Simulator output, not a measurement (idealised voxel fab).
process module | voxel wiring stack
cross-section cut | 200 nm wide | cells 5 nm
A cross-section is a grid of square cells, given in bands from the top down. A band is one or more rows of cells.
Each band's line starts with the height of the band's top and of its bottom, in nm. Then come its materials from left to right, each with its width in nm. One material with "throughout" fills the band from edge to edge. "air" is empty space.
Height 0 is the level under which the wafer as received is all one material. The lowest band goes on downwards, as in "0 down".
A width such as "30 to 40" changes by the same amount from each row of cells to the next, from the band's top row to its bottom row.
"no change" after a step means that no cell of the cross-section changed.
closed voids: empty space of 8 cells or more with no open way to the top, each as width x height at its distance from the left edge, in nm
after a step's settings: what the simulator itself notes on the step
overlay nm, on a step with a mask: how far to the right of its planned place the mask lay; to the left if negative
Each pair below shows a cross-section before one step and the cross-section after it, down to the lowest band that changed. The line under each pair gives the step between them, with its settings. The pairs can come from different runs of this module on the same starting wafer, so a pair continues from the pair above only where its "before" says so.
before
  95 to 60: air 50 | resist 20 | air 20 | resist 20 | air 20 | resist 20 | air 50
  60 to 45: aC throughout
  45 to 20: W throughout
  20 to 15: TiN throughout
  15 to 0: SiO2 throughout
  0 down: Si throughout
  closed voids: none
after
  80 to 60: air 50 | resist 20 | air 20 | resist 20 | air 20 | resist 20 | air 50
  60 to 45: air 50 | aC 20 | air 20 | aC 20 | air 20 | aC 20 | air 50
  below 45: unchanged
  closed voids: none
the step between: op DIRECTIONAL_ETCH | etch materials aC | depth nm 15
before: the cross-section after the pair above
after
  60 to 45: air 50 | aC 20 | air 20 | aC 20 | air 20 | aC 20 | air 50
  below 45: unchanged
  closed voids: none
the step between: op STRIP | etch materials resist
before: the cross-section after the pair above
after
  60 to 45: air 50 | aC 20 | air 20 | aC 20 | air 20 | aC 20 | air 50
  45 to 20: air 50 | W 20 | air 20 | W 20 | air 20 | W 20 | air 50
  below 20: unchanged
  closed voids: none
the step between: op DIRECTIONAL_ETCH | etch materials W | depth nm 25
before: the cross-section after the pair above
after
  60 to 45: air 50 | aC 20 | air 20 | aC 20 | air 20 | aC 20 | air 50
  45 to 20: air 50 | W 20 | air 20 | W 20 | air 20 | W 20 | air 50
  20 to 15: air 50 | TiN 20 | air 20 | TiN 20 | air 20 | TiN 20 | air 50
  below 15: unchanged
  closed voids: none
the step between: op DIRECTIONAL_ETCH | etch materials TiN | depth nm 5
before: the cross-section after the pair above
after
  45 to 20: air 50 | W 20 | air 20 | W 20 | air 20 | W 20 | air 50
  below 20: unchanged
  closed voids: none
the step between: op STRIP | etch materials aC
before: the cross-section after the pair above
after
  50 to 45: lowk throughout
  45 to 20: lowk 50 | W 20 | lowk 20 | W 20 | lowk 20 | W 20 | lowk 50
  20 to 15: lowk 50 | TiN 20 | lowk 20 | TiN 20 | lowk 20 | TiN 20 | lowk 50
  below 15: unchanged
  closed voids: none
the step between: op FILL_DEP | material lowk | thk nm 5
before: the cross-section after the pair above
after
  40 to 20: lowk 50 | W 20 | lowk 20 | W 20 | lowk 20 | W 20 | lowk 50
  below 20: unchanged
  closed voids: none
the step between: op CMP | height nm 40
before: the cross-section after the pair above
after
  45 to 40: SiCN throughout
  below 40: unchanged
  closed voids: none
the step between: op CONFORMAL_DEP | material SiCN | thk nm 5
before: the cross-section after the pair above
after
  55 to 45: lowk throughout
  below 45: unchanged
  closed voids: none
the step between: op DIRECTIONAL_DEP | material lowk | thk nm 10
before: the cross-section after the pair above
after
  70 to 55: aC throughout
  below 55: unchanged
  closed voids: none
the step between: op DIRECTIONAL_DEP | material aC | thk nm 15
before: the cross-section after the pair above
after
  105 to 70: resist 50 | air 15 | resist 25 | air 15 | resist 25 | air 15 | resist 55
  below 70: unchanged
  closed voids: none
the step between: op PATTERN | tone open | mask id PLUG_1 | material resist | width nm 15 | pitch nm 40 | thk nm 35 | overlay nm 0
before: the cross-section after the pair above
after
  90 to 70: resist 50 | air 15 | resist 25 | air 15 | resist 25 | air 15 | resist 55
  70 to 55: aC 50 | air 15 | aC 25 | air 15 | aC 25 | air 15 | aC 55
  below 55: unchanged
  closed voids: none
the step between: op DIRECTIONAL_ETCH | etch materials aC | depth nm 15
before: the cross-section after the pair above
after
  70 to 55: aC 50 | air 15 | aC 25 | air 15 | aC 25 | air 15 | aC 55
  below 55: unchanged
  closed voids: none
the step between: op STRIP | etch materials resist
before: the cross-section after the pair above
after
  70 to 55: aC 50 | air 15 | aC 25 | air 15 | aC 25 | air 15 | aC 55
  55 to 45: lowk 50 | air 15 | lowk 25 | air 15 | lowk 25 | air 15 | lowk 55
  below 45: unchanged
  closed voids: none
the step between: op DIRECTIONAL_ETCH | etch materials lowk | depth nm 10
before: the cross-section after the pair above
after
  70 to 55: aC 50 | air 15 | aC 25 | air 15 | aC 25 | air 15 | aC 55
  55 to 45: lowk 50 | air 15 | lowk 25 | air 15 | lowk 25 | air 15 | lowk 55
  45 to 40: SiCN 50 | air 15 | SiCN 25 | air 15 | SiCN 25 | air 15 | SiCN 55
  below 40: unchanged
  closed voids: none
the step between: op DIRECTIONAL_ETCH | etch materials SiCN | depth nm 5
before: the cross-section after the pair above
after
  55 to 45: lowk 50 | air 15 | lowk 25 | air 15 | lowk 25 | air 15 | lowk 55
  below 45: unchanged
  closed voids: none
the step between: op STRIP | etch materials aC
before: the cross-section after the pair above
after
  55 to 50: lowk 50 | air 15 | lowk 25 | air 15 | lowk 25 | air 15 | lowk 55
  50 to 45: lowk 50 | Ru 15 | lowk 25 | Ru 15 | lowk 25 | Ru 15 | lowk 55
  45 to 40: SiCN 50 | Ru 15 | SiCN 25 | Ru 15 | SiCN 25 | Ru 15 | SiCN 55
  below 40: unchanged
  closed voids: none
the step between: op EPI | material Ru | thk nm 10
before: the cross-section after the pair above
after
  55 to 45: lowk 50 | Ru 15 | lowk 25 | Ru 15 | lowk 25 | Ru 15 | lowk 55
  below 45: unchanged
  closed voids: none
the step between: op EPI | material Ru | thk nm 5
before: the cross-section after the pair above
after
  60 to 55: SiN throughout
  below 55: unchanged
  closed voids: none
the step between: op CONFORMAL_DEP | material SiN | thk nm 5
before: the cross-section after the pair above
after
  75 to 60: SiO2 throughout
  below 60: unchanged
  closed voids: none
the step between: op DIRECTIONAL_DEP | material SiO2 | thk nm 15
before: the cross-section after the pair above
after
  75 to 60: SiO2 50 | air 20 | SiO2 20 | air 20 | SiO2 20 | air 20 | SiO2 50
  below 60: unchanged
  closed voids: none
the step between: op MASKED_ETCH | tone open | mask id METAL_2 | width nm 20 | pitch nm 40 | etch materials SiO2 | depth nm 15 | overlay nm 0
before: the cross-section after the pair above
after
  75 to 60: SiO2 50 | air 20 | SiO2 20 | air 20 | SiO2 20 | air 20 | SiO2 50
  60 to 55: SiN 50 | air 20 | SiN 20 | air 20 | SiN 20 | air 20 | SiN 50
  below 55: unchanged
  closed voids: none
the step between: op MASKED_ETCH | tone open | mask id METAL_2 | width nm 20 | pitch nm 40 | etch materials SiN | depth nm 5 | overlay nm 0
before: the cross-section after the pair above
after
  80 to 75: TiN 55 | air 10 | TiN 30 | air 10 | TiN 30 | air 10 | TiN 55
  75 to 60: SiO2 50 | TiN 5 | air 10 | TiN 5 | SiO2 20 | TiN 5 | air 10 | TiN 5 | SiO2 20 | TiN 5 | air 10 | TiN 5 | SiO2 50
  60 to 55: SiN 50 | TiN 20 | SiN 20 | TiN 20 | SiN 20 | TiN 20 | SiN 50
  below 55: unchanged
  closed voids: none
the step between: op CONFORMAL_DEP | material TiN | thk nm 5
before: the cross-section after the pair above
after
  85 to 80: W throughout
  80 to 75: TiN 55 | W 10 | TiN 30 | W 10 | TiN 30 | W 10 | TiN 55
  75 to 60: SiO2 50 | TiN 5 | W 10 | TiN 5 | SiO2 20 | TiN 5 | W 10 | TiN 5 | SiO2 20 | TiN 5 | W 10 | TiN 5 | SiO2 50
  below 60: unchanged
  closed voids: none
the step between: op FILL_DEP | material W | thk nm 5
before: the cross-section after the pair above
after
  75 to 60: SiO2 50 | TiN 5 | W 10 | TiN 5 | SiO2 20 | TiN 5 | W 10 | TiN 5 | SiO2 20 | TiN 5 | W 10 | TiN 5 | SiO2 50
  below 60: unchanged
  closed voids: none
the step between: op CMP | height nm 75
before: the cross-section after the pair above
after
  80 to 75: air 45 | Ru 30 | air 10 | Ru 30 | air 10 | Ru 30 | air 45
  below 75: unchanged
  closed voids: none
the step between: op EPI | material Ru | thk nm 5
before: the cross-section after the pair above
after
  85 to 80: SiCN throughout
  80 to 75: SiCN 45 | Ru 30 | SiCN 10 | Ru 30 | SiCN 10 | Ru 30 | SiCN 45
  below 75: unchanged
  closed voids: none
the step between: op FILL_DEP | material SiCN | thk nm 5
before: the cross-section after the pair above
after
  100 to 85: SiO2 throughout
  below 85: unchanged
  closed voids: none
the step between: op DIRECTIONAL_DEP | material SiO2 | thk nm 15
before: the cross-section after the pair above
after
  110 to 100: aC throughout
  below 100: unchanged
  closed voids: none
the step between: op DIRECTIONAL_DEP | material aC | thk nm 10
before: the cross-section after the pair above
after
  135 to 110: resist 50 | air 15 | resist 25 | air 15 | resist 25 | air 15 | resist 55
  below 110: unchanged
  closed voids: none
the step between: op PATTERN | tone open | mask id PLUG_2 | material resist | width nm 15 | pitch nm 40 | thk nm 25 | overlay nm 0
before: the cross-section after the pair above
after
  125 to 110: resist 50 | air 15 | resist 25 | air 15 | resist 25 | air 15 | resist 55
  110 to 100: aC 50 | air 15 | aC 25 | air 15 | aC 25 | air 15 | aC 55
  below 100: unchanged
  closed voids: none
the step between: op DIRECTIONAL_ETCH | etch materials aC | depth nm 10
before: the cross-section after the pair above
after
  110 to 100: aC 50 | air 15 | aC 25 | air 15 | aC 25 | air 15 | aC 55
  below 100: unchanged
  closed voids: none
the step between: op STRIP | etch materials resist
before: the cross-section after the pair above
after
  110 to 100: aC 50 | air 15 | aC 25 | air 15 | aC 25 | air 15 | aC 55
  100 to 85: SiO2 50 | air 15 | SiO2 25 | air 15 | SiO2 25 | air 15 | SiO2 55
  below 85: unchanged
  closed voids: none
the step between: op DIRECTIONAL_ETCH | etch materials SiO2 | depth nm 15
before: the cross-section after the pair above
after
  110 to 100: aC 50 | air 15 | aC 25 | air 15 | aC 25 | air 15 | aC 55
  100 to 85: SiO2 50 | air 15 | SiO2 25 | air 15 | SiO2 25 | air 15 | SiO2 55
  85 to 80: SiCN 50 | air 15 | SiCN 25 | air 15 | SiCN 25 | air 15 | SiCN 55
  below 80: unchanged
  closed voids: none
the step between: op DIRECTIONAL_ETCH | etch materials SiCN | depth nm 5
before: the cross-section after the pair above
after
  100 to 85: SiO2 50 | air 15 | SiO2 25 | air 15 | SiO2 25 | air 15 | SiO2 55
  below 85: unchanged
  closed voids: none
the step between: op STRIP | etch materials aC
before: the cross-section after the pair above
after
  100 to 90: SiO2 50 | air 15 | SiO2 25 | air 15 | SiO2 25 | air 15 | SiO2 55
  90 to 85: SiO2 50 | Ru 15 | SiO2 25 | Ru 15 | SiO2 25 | Ru 15 | SiO2 55
  85 to 75: SiCN 50 to 45 | Ru 15 to 30 | SiCN 25 to 10 | Ru 15 to 30 | SiCN 25 to 10 | Ru 15 to 30 | SiCN 55 to 45
  below 75: unchanged
  closed voids: none
the step between: op EPI | material Ru | thk nm 10
before: the cross-section after the pair above
after
  100 to 85: SiO2 50 | Ru 15 | SiO2 25 | Ru 15 | SiO2 25 | Ru 15 | SiO2 55
  below 85: unchanged
  closed voids: none
the step between: op EPI | material Ru | thk nm 10
before: the cross-section after the pair above
after
  105 to 100: TiN throughout
  below 100: unchanged
  closed voids: none
the step between: op DIRECTIONAL_DEP | material TiN | thk nm 5
before: the cross-section after the pair above
after
  120 to 105: W throughout
  below 105: unchanged
  closed voids: none
the step between: op DIRECTIONAL_DEP | material W | thk nm 15
before: the cross-section after the pair above
after
  120 to 105: air 50 | W 20 | air 20 | W 20 | air 20 | W 20 | air 50
  below 105: unchanged
  closed voids: none
the step between: op MASKED_ETCH | tone cover | mask id METAL_3 | width nm 20 | pitch nm 40 | etch materials W | depth nm 15 | overlay nm 0
before: the cross-section after the pair above
after
  120 to 105: air 50 | W 20 | air 20 | W 20 | air 20 | W 20 | air 50
  105 to 100: air 50 | TiN 20 | air 20 | TiN 20 | air 20 | TiN 20 | air 50
  below 100: unchanged
  closed voids: none
the step between: op MASKED_ETCH | tone cover | mask id METAL_3 | width nm 20 | pitch nm 40 | etch materials TiN | depth nm 5 | overlay nm 0
before: the cross-section after the pair above
after
  130 to 120: SiO2 throughout
  120 to 105: SiO2 50 | W 20 | SiO2 20 | W 20 | SiO2 20 | W 20 | SiO2 50
  105 to 100: SiO2 50 | TiN 20 | SiO2 20 | TiN 20 | SiO2 20 | TiN 20 | SiO2 50
  below 100: unchanged
  closed voids: none
the step between: op FILL_DEP | material SiO2 | thk nm 10
before: the cross-section after the pair above
after
  120 to 105: SiO2 50 | W 20 | SiO2 20 | W 20 | SiO2 20 | W 20 | SiO2 50
  below 105: unchanged
  closed voids: none
the step between: op CMP | height nm 120
before: the cross-section after the pair above
after
  125 to 120: SiN throughout
  below 120: unchanged
  closed voids: none
the step between: op CONFORMAL_DEP | material SiN | thk nm 5
before
  70 to 55: aC throughout
  55 to 45: lowk throughout
  45 to 40: SiCN throughout
  40 to 15: lowk 50 | W 20 | lowk 20 | W 20 | lowk 20 | W 20 | lowk 50
  15 to 10: lowk 50 | TiN 20 | lowk 20 | TiN 20 | lowk 20 | TiN 20 | lowk 50
  10 to 0: SiO2 throughout
  0 down: Si throughout
  closed voids: none
after
  105 to 70: resist 45 | air 25 | resist 15 | air 25 | resist 15 | air 25 | resist 50
  below 70: unchanged
  closed voids: none
the step between: op PATTERN | tone open | mask id PLUG_1 | material resist | width nm 25 | pitch nm 40 | thk nm 35 | overlay nm 0
before: the cross-section after the pair above
after
  90 to 70: resist 45 | air 25 | resist 15 | air 25 | resist 15 | air 25 | resist 50
  70 to 55: aC 45 | air 25 | aC 15 | air 25 | aC 15 | air 25 | aC 50
  below 55: unchanged
  closed voids: none
the step between: op DIRECTIONAL_ETCH | etch materials aC | depth nm 15
before: the cross-section after the pair above
after
  70 to 55: aC 45 | air 25 | aC 15 | air 25 | aC 15 | air 25 | aC 50
  below 55: unchanged
  closed voids: none
the step between: op STRIP | etch materials resist
before: the cross-section after the pair above
after
  70 to 55: aC 45 | air 25 | aC 15 | air 25 | aC 15 | air 25 | aC 50
  55 to 45: lowk 45 | air 25 | lowk 15 | air 25 | lowk 15 | air 25 | lowk 50
  below 45: unchanged
  closed voids: none
the step between: op DIRECTIONAL_ETCH | etch materials lowk | depth nm 10
before: the cross-section after the pair above
after
  70 to 55: aC 45 | air 25 | aC 15 | air 25 | aC 15 | air 25 | aC 50
  55 to 45: lowk 45 | air 25 | lowk 15 | air 25 | lowk 15 | air 25 | lowk 50
  45 to 40: SiCN 45 | air 25 | SiCN 15 | air 25 | SiCN 15 | air 25 | SiCN 50
  below 40: unchanged
  closed voids: none
the step between: op DIRECTIONAL_ETCH | etch materials SiCN | depth nm 5
before: the cross-section after the pair above
after
  55 to 45: lowk 45 | air 25 | lowk 15 | air 25 | lowk 15 | air 25 | lowk 50
  below 45: unchanged
  closed voids: none
the step between: op STRIP | etch materials aC
before: the cross-section after the pair above
after
  55 to 50: lowk 45 | air 25 | lowk 15 | air 25 | lowk 15 | air 25 | lowk 50
  50 to 45: lowk 45 | Ru 25 | lowk 15 | Ru 25 | lowk 15 | Ru 25 | lowk 50
  45 to 40: SiCN 45 | Ru 25 | SiCN 15 | Ru 25 | SiCN 15 | Ru 25 | SiCN 50
  below 40: unchanged
  closed voids: none
the step between: op EPI | material Ru | thk nm 10
before: the cross-section after the pair above
after
  55 to 45: lowk 45 | Ru 25 | lowk 15 | Ru 25 | lowk 15 | Ru 25 | lowk 50
  below 45: unchanged
  closed voids: none
the step between: op EPI | material Ru | thk nm 5
before: the cross-section after the pair above
after
  60 to 55: SiN throughout
  below 55: unchanged
  closed voids: none
the step between: op CONFORMAL_DEP | material SiN | thk nm 5
before: the cross-section after the pair above
after
  75 to 60: SiO2 throughout
  below 60: unchanged
  closed voids: none
the step between: op DIRECTIONAL_DEP | material SiO2 | thk nm 15
before: the cross-section after the pair above
after
  75 to 60: SiO2 50 | air 20 | SiO2 20 | air 20 | SiO2 20 | air 20 | SiO2 50
  below 60: unchanged
  closed voids: none
the step between: op MASKED_ETCH | tone open | mask id METAL_2 | width nm 20 | pitch nm 40 | etch materials SiO2 | depth nm 15 | overlay nm 0
before: the cross-section after the pair above
after
  75 to 60: SiO2 50 | air 20 | SiO2 20 | air 20 | SiO2 20 | air 20 | SiO2 50
  60 to 55: SiN 50 | air 20 | SiN 20 | air 20 | SiN 20 | air 20 | SiN 50
  below 55: unchanged
  closed voids: none
the step between: op MASKED_ETCH | tone open | mask id METAL_2 | width nm 20 | pitch nm 40 | etch materials SiN | depth nm 5 | overlay nm 0
before: the cross-section after the pair above
after
  80 to 75: TiN 55 | air 10 | TiN 30 | air 10 | TiN 30 | air 10 | TiN 55
  75 to 60: SiO2 50 | TiN 5 | air 10 | TiN 5 | SiO2 20 | TiN 5 | air 10 | TiN 5 | SiO2 20 | TiN 5 | air 10 | TiN 5 | SiO2 50
  60 to 55: SiN 50 | TiN 20 | SiN 20 | TiN 20 | SiN 20 | TiN 20 | SiN 50
  below 55: unchanged
  closed voids: none
the step between: op CONFORMAL_DEP | material TiN | thk nm 5
before: the cross-section after the pair above
after
  85 to 80: W throughout
  80 to 75: TiN 55 | W 10 | TiN 30 | W 10 | TiN 30 | W 10 | TiN 55
  75 to 60: SiO2 50 | TiN 5 | W 10 | TiN 5 | SiO2 20 | TiN 5 | W 10 | TiN 5 | SiO2 20 | TiN 5 | W 10 | TiN 5 | SiO2 50
  below 60: unchanged
  closed voids: none
the step between: op FILL_DEP | material W | thk nm 5
before: the cross-section after the pair above
after
  75 to 60: SiO2 50 | TiN 5 | W 10 | TiN 5 | SiO2 20 | TiN 5 | W 10 | TiN 5 | SiO2 20 | TiN 5 | W 10 | TiN 5 | SiO2 50
  below 60: unchanged
  closed voids: none
the step between: op CMP | height nm 75
before: the cross-section after the pair above
after
  80 to 75: air 45 | Ru 30 | air 10 | Ru 30 | air 10 | Ru 30 | air 45
  below 75: unchanged
  closed voids: none
the step between: op EPI | material Ru | thk nm 5
before: the cross-section after the pair above
after
  85 to 80: SiCN throughout
  80 to 75: SiCN 45 | Ru 30 | SiCN 10 | Ru 30 | SiCN 10 | Ru 30 | SiCN 45
  below 75: unchanged
  closed voids: none
the step between: op FILL_DEP | material SiCN | thk nm 5
before: the cross-section after the pair above
after
  100 to 85: SiO2 throughout
  below 85: unchanged
  closed voids: none
the step between: op DIRECTIONAL_DEP | material SiO2 | thk nm 15
before: the cross-section after the pair above
after
  110 to 100: aC throughout
  below 100: unchanged
  closed voids: none
the step between: op DIRECTIONAL_DEP | material aC | thk nm 10
before: the cross-section after the pair above
after
  135 to 110: resist 50 | air 15 | resist 25 | air 15 | resist 25 | air 15 | resist 55
  below 110: unchanged
  closed voids: none
the step between: op PATTERN | tone open | mask id PLUG_2 | material resist | width nm 15 | pitch nm 40 | thk nm 25 | overlay nm 0
before: the cross-section after the pair above
after
  125 to 110: resist 50 | air 15 | resist 25 | air 15 | resist 25 | air 15 | resist 55
  110 to 100: aC 50 | air 15 | aC 25 | air 15 | aC 25 | air 15 | aC 55
  below 100: unchanged
  closed voids: none
the step between: op DIRECTIONAL_ETCH | etch materials aC | depth nm 10
before: the cross-section after the pair above
after
  110 to 100: aC 50 | air 15 | aC 25 | air 15 | aC 25 | air 15 | aC 55
  below 100: unchanged
  closed voids: none
the step between: op STRIP | etch materials resist
before: the cross-section after the pair above
after
  110 to 100: aC 50 | air 15 | aC 25 | air 15 | aC 25 | air 15 | aC 55
  100 to 85: SiO2 50 | air 15 | SiO2 25 | air 15 | SiO2 25 | air 15 | SiO2 55
  below 85: unchanged
  closed voids: none
the step between: op DIRECTIONAL_ETCH | etch materials SiO2 | depth nm 15
before: the cross-section after the pair above
after
  110 to 100: aC 50 | air 15 | aC 25 | air 15 | aC 25 | air 15 | aC 55
  100 to 85: SiO2 50 | air 15 | SiO2 25 | air 15 | SiO2 25 | air 15 | SiO2 55
  85 to 80: SiCN 50 | air 15 | SiCN 25 | air 15 | SiCN 25 | air 15 | SiCN 55
  below 80: unchanged
  closed voids: none
the step between: op DIRECTIONAL_ETCH | etch materials SiCN | depth nm 5
before: the cross-section after the pair above
after
  100 to 85: SiO2 50 | air 15 | SiO2 25 | air 15 | SiO2 25 | air 15 | SiO2 55
  below 85: unchanged
  closed voids: none
the step between: op STRIP | etch materials aC
before: the cross-section after the pair above
after
  100 to 90: SiO2 50 | air 15 | SiO2 25 | air 15 | SiO2 25 | air 15 | SiO2 55
  90 to 85: SiO2 50 | Ru 15 | SiO2 25 | Ru 15 | SiO2 25 | Ru 15 | SiO2 55
  85 to 75: SiCN 50 to 45 | Ru 15 to 30 | SiCN 25 to 10 | Ru 15 to 30 | SiCN 25 to 10 | Ru 15 to 30 | SiCN 55 to 45
  below 75: unchanged
  closed voids: none
the step between: op EPI | material Ru | thk nm 10
before: the cross-section after the pair above
after
  100 to 85: SiO2 50 | Ru 15 | SiO2 25 | Ru 15 | SiO2 25 | Ru 15 | SiO2 55
  below 85: unchanged
  closed voids: none
the step between: op EPI | material Ru | thk nm 10
before: the cross-section after the pair above
after
  105 to 100: TiN throughout
  below 100: unchanged
  closed voids: none
the step between: op DIRECTIONAL_DEP | material TiN | thk nm 5
before: the cross-section after the pair above
after
  120 to 105: W throughout
  below 105: unchanged
  closed voids: none
the step between: op DIRECTIONAL_DEP | material W | thk nm 15
before: the cross-section after the pair above
after
  120 to 105: air 50 | W 20 | air 20 | W 20 | air 20 | W 20 | air 50
  below 105: unchanged
  closed voids: none
the step between: op MASKED_ETCH | tone cover | mask id METAL_3 | width nm 20 | pitch nm 40 | etch materials W | depth nm 15 | overlay nm 0
before: the cross-section after the pair above
after
  120 to 105: air 50 | W 20 | air 20 | W 20 | air 20 | W 20 | air 50
  105 to 100: air 50 | TiN 20 | air 20 | TiN 20 | air 20 | TiN 20 | air 50
  below 100: unchanged
  closed voids: none
the step between: op MASKED_ETCH | tone cover | mask id METAL_3 | width nm 20 | pitch nm 40 | etch materials TiN | depth nm 5 | overlay nm 0
before: the cross-section after the pair above
after
  130 to 120: SiO2 throughout
  120 to 105: SiO2 50 | W 20 | SiO2 20 | W 20 | SiO2 20 | W 20 | SiO2 50
  105 to 100: SiO2 50 | TiN 20 | SiO2 20 | TiN 20 | SiO2 20 | TiN 20 | SiO2 50
  below 100: unchanged
  closed voids: none
the step between: op FILL_DEP | material SiO2 | thk nm 10
before: the cross-section after the pair above
after
  120 to 105: SiO2 50 | W 20 | SiO2 20 | W 20 | SiO2 20 | W 20 | SiO2 50
  below 105: unchanged
  closed voids: none
the step between: op CMP | height nm 120
before: the cross-section after the pair above
after
  125 to 120: SiN throughout
  below 120: unchanged
  closed voids: none
the step between: op CONFORMAL_DEP | material SiN | thk nm 5
before
  70 to 55: aC throughout
  55 to 45: lowk throughout
  45 to 40: SiCN throughout
  40 to 15: lowk 50 | W 20 | lowk 20 | W 20 | lowk 20 | W 20 | lowk 50
  15 to 10: lowk 50 | TiN 20 | lowk 20 | TiN 20 | lowk 20 | TiN 20 | lowk 50
  10 to 0: SiO2 throughout
  0 down: Si throughout
  closed voids: none
after
  105 to 70: resist 55 | air 15 | resist 25 | air 15 | resist 25 | air 15 | resist 50
  below 70: unchanged
  closed voids: none
the step between: op PATTERN | tone open | mask id PLUG_1 | material resist | width nm 15 | pitch nm 40 | thk nm 35 | overlay nm 5
before: the cross-section after the pair above
after
  90 to 70: resist 55 | air 15 | resist 25 | air 15 | resist 25 | air 15 | resist 50
  70 to 55: aC 55 | air 15 | aC 25 | air 15 | aC 25 | air 15 | aC 50
  below 55: unchanged
  closed voids: none
the step between: op DIRECTIONAL_ETCH | etch materials aC | depth nm 15
before: the cross-section after the pair above
after
  70 to 55: aC 55 | air 15 | aC 25 | air 15 | aC 25 | air 15 | aC 50
  below 55: unchanged
  closed voids: none
the step between: op STRIP | etch materials resist
before: the cross-section after the pair above
after
  70 to 55: aC 55 | air 15 | aC 25 | air 15 | aC 25 | air 15 | aC 50
  55 to 45: lowk 55 | air 15 | lowk 25 | air 15 | lowk 25 | air 15 | lowk 50
  below 45: unchanged
  closed voids: none
the step between: op DIRECTIONAL_ETCH | etch materials lowk | depth nm 10
before: the cross-section after the pair above
after
  70 to 55: aC 55 | air 15 | aC 25 | air 15 | aC 25 | air 15 | aC 50
  55 to 45: lowk 55 | air 15 | lowk 25 | air 15 | lowk 25 | air 15 | lowk 50
  45 to 40: SiCN 55 | air 15 | SiCN 25 | air 15 | SiCN 25 | air 15 | SiCN 50
  below 40: unchanged
  closed voids: none
the step between: op DIRECTIONAL_ETCH | etch materials SiCN | depth nm 5
before: the cross-section after the pair above
after
  55 to 45: lowk 55 | air 15 | lowk 25 | air 15 | lowk 25 | air 15 | lowk 50
  below 45: unchanged
  closed voids: none
the step between: op STRIP | etch materials aC
before: the cross-section after the pair above
after
  55 to 50: lowk 55 | air 15 | lowk 25 | air 15 | lowk 25 | air 15 | lowk 50
  50 to 45: lowk 55 | Ru 15 | lowk 25 | Ru 15 | lowk 25 | Ru 15 | lowk 50
  45 to 40: SiCN 55 | Ru 15 | SiCN 25 | Ru 15 | SiCN 25 | Ru 15 | SiCN 50
  below 40: unchanged
  closed voids: none
the step between: op EPI | material Ru | thk nm 10
before: the cross-section after the pair above
after
  55 to 45: lowk 55 | Ru 15 | lowk 25 | Ru 15 | lowk 25 | Ru 15 | lowk 50
  below 45: unchanged
  closed voids: none
the step between: op EPI | material Ru | thk nm 5
before: the cross-section after the pair above
after
  60 to 55: SiN throughout
  below 55: unchanged
  closed voids: none
the step between: op CONFORMAL_DEP | material SiN | thk nm 5
before: the cross-section after the pair above
after
  75 to 60: SiO2 throughout
  below 60: unchanged
  closed voids: none
the step between: op DIRECTIONAL_DEP | material SiO2 | thk nm 15
before: the cross-section after the pair above
after
  75 to 60: SiO2 50 | air 20 | SiO2 20 | air 20 | SiO2 20 | air 20 | SiO2 50
  below 60: unchanged
  closed voids: none
the step between: op MASKED_ETCH | tone open | mask id METAL_2 | width nm 20 | pitch nm 40 | etch materials SiO2 | depth nm 15 | overlay nm 0
before: the cross-section after the pair above
after
  75 to 60: SiO2 50 | air 20 | SiO2 20 | air 20 | SiO2 20 | air 20 | SiO2 50
  60 to 55: SiN 50 | air 20 | SiN 20 | air 20 | SiN 20 | air 20 | SiN 50
  below 55: unchanged
  closed voids: none
the step between: op MASKED_ETCH | tone open | mask id METAL_2 | width nm 20 | pitch nm 40 | etch materials SiN | depth nm 5 | overlay nm 0
before: the cross-section after the pair above
after
  80 to 75: TiN 55 | air 10 | TiN 30 | air 10 | TiN 30 | air 10 | TiN 55
  75 to 60: SiO2 50 | TiN 5 | air 10 | TiN 5 | SiO2 20 | TiN 5 | air 10 | TiN 5 | SiO2 20 | TiN 5 | air 10 | TiN 5 | SiO2 50
  60 to 55: SiN 50 | TiN 20 | SiN 20 | TiN 20 | SiN 20 | TiN 20 | SiN 50
  below 55: unchanged
  closed voids: none
the step between: op CONFORMAL_DEP | material TiN | thk nm 5
before: the cross-section after the pair above
after
  85 to 80: W throughout
  80 to 75: TiN 55 | W 10 | TiN 30 | W 10 | TiN 30 | W 10 | TiN 55
  75 to 60: SiO2 50 | TiN 5 | W 10 | TiN 5 | SiO2 20 | TiN 5 | W 10 | TiN 5 | SiO2 20 | TiN 5 | W 10 | TiN 5 | SiO2 50
  below 60: unchanged
  closed voids: none
the step between: op FILL_DEP | material W | thk nm 5
before: the cross-section after the pair above
after
  75 to 60: SiO2 50 | TiN 5 | W 10 | TiN 5 | SiO2 20 | TiN 5 | W 10 | TiN 5 | SiO2 20 | TiN 5 | W 10 | TiN 5 | SiO2 50
  below 60: unchanged
  closed voids: none
the step between: op CMP | height nm 75
before: the cross-section after the pair above
after
  80 to 75: air 45 | Ru 30 | air 10 | Ru 30 | air 10 | Ru 30 | air 45
  below 75: unchanged
  closed voids: none
the step between: op EPI | material Ru | thk nm 5
before: the cross-section after the pair above
after
  85 to 80: SiCN throughout
  80 to 75: SiCN 45 | Ru 30 | SiCN 10 | Ru 30 | SiCN 10 | Ru 30 | SiCN 45
  below 75: unchanged
  closed voids: none
the step between: op FILL_DEP | material SiCN | thk nm 5
before: the cross-section after the pair above
after
  100 to 85: SiO2 throughout
  below 85: unchanged
  closed voids: none
the step between: op DIRECTIONAL_DEP | material SiO2 | thk nm 15
before: the cross-section after the pair above
after
  110 to 100: aC throughout
  below 100: unchanged
  closed voids: none
the step between: op DIRECTIONAL_DEP | material aC | thk nm 10
before: the cross-section after the pair above
after
  135 to 110: resist 50 | air 15 | resist 25 | air 15 | resist 25 | air 15 | resist 55
  below 110: unchanged
  closed voids: none
the step between: op PATTERN | tone open | mask id PLUG_2 | material resist | width nm 15 | pitch nm 40 | thk nm 25 | overlay nm 0
before: the cross-section after the pair above
after
  125 to 110: resist 50 | air 15 | resist 25 | air 15 | resist 25 | air 15 | resist 55
  110 to 100: aC 50 | air 15 | aC 25 | air 15 | aC 25 | air 15 | aC 55
  below 100: unchanged
  closed voids: none
the step between: op DIRECTIONAL_ETCH | etch materials aC | depth nm 10
before: the cross-section after the pair above
after
  110 to 100: aC 50 | air 15 | aC 25 | air 15 | aC 25 | air 15 | aC 55
  below 100: unchanged
  closed voids: none
the step between: op STRIP | etch materials resist
before: the cross-section after the pair above
after
  110 to 100: aC 50 | air 15 | aC 25 | air 15 | aC 25 | air 15 | aC 55
  100 to 85: SiO2 50 | air 15 | SiO2 25 | air 15 | SiO2 25 | air 15 | SiO2 55
  below 85: unchanged
  closed voids: none
the step between: op DIRECTIONAL_ETCH | etch materials SiO2 | depth nm 15
before: the cross-section after the pair above
after
  110 to 100: aC 50 | air 15 | aC 25 | air 15 | aC 25 | air 15 | aC 55
  100 to 85: SiO2 50 | air 15 | SiO2 25 | air 15 | SiO2 25 | air 15 | SiO2 55
  85 to 80: SiCN 50 | air 15 | SiCN 25 | air 15 | SiCN 25 | air 15 | SiCN 55
  below 80: unchanged
  closed voids: none
the step between: op DIRECTIONAL_ETCH | etch materials SiCN | depth nm 5
